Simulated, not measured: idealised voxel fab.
process module | voxel fin reveal
cross-section cut | 230 nm wide | cells 5 nm
A cross-section is a grid of square cells, given in bands from the top down. A band is one or more rows of cells.
Each band's line starts with the height of the band's top and of its bottom, in nm. Then come its materials from left to right, each with its width in nm. One material with "throughout" fills the band from edge to edge. "air" is empty space.
Height 0 is the level under which the wafer as received is all one material. The lowest band goes on downwards, as in "0 down".
A width such as "30 to 40" changes by the same amount from each row of cells to the next, from the band's top row to its bottom row.
"no change" after a step means that no cell of the cross-section changed.
closed voids: empty space of 8 cells or more with no open way to the top, each as width x height at its distance from the left edge, in nm
after a step's settings: what the simulator itself notes on the step
overlay nm, on a step with a mask: how far to the right of its planned place the mask lay; to the left if negative
plan
1 op RECEIVE | material Si
2 op CONFORMAL_DEP | material SiN | thk nm 5
3 op MASKED_ETCH | tone cover | mask id FINS | width nm 15 | pitch nm 35 | etch materials SiN | depth nm 5 | overlay nm 0
4 op MASKED_ETCH | tone cover | mask id FINS | width nm 15 | pitch nm 35 | etch materials Si | depth nm 30 | overlay nm 0
5 op OXIDIZE | depth nm 5
6 op FILL_DEP | material SiO2 | thk nm 5
7 op CMP | height nm 5
8 op SELECTIVE_ETCH | etch materials SiO2 | depth nm 25
9 op STRIP | etch materials SiN
as received, after step 1
  0 down: Si throughout
  closed voids: none
first wafer at the end, as planned
  0 to -20: air 95 | Si 5 | air 30 | Si 5 | air 95
  -20 to -35: SiO2 95 | Si 5 | SiO2 30 | Si 5 | SiO2 95
  -35 down: Si throughout
  closed voids: none
second wafer at the end: like start, like plan, one mistake
  0 to -5: air 95 | Si 5 | air 30 | Si 5 | air 95
  -5 to -20: air 90 | Si 10 | air 25 | Si 10 | air 95
  -20 to -35: SiO2 90 | Si 10 | SiO2 25 | Si 10 | SiO2 95
  -35 down: Si throughout
  closed voids: none
what went wrong: step 4 ran as: op MASKED_ETCH | tone cover | mask id FINS | width nm 15 | pitch nm 35 | etch materials Si | depth nm 30 | overlay nm -5
at the end the second wafer has, in cells: 12 more of Si | 6 fewer of SiO2
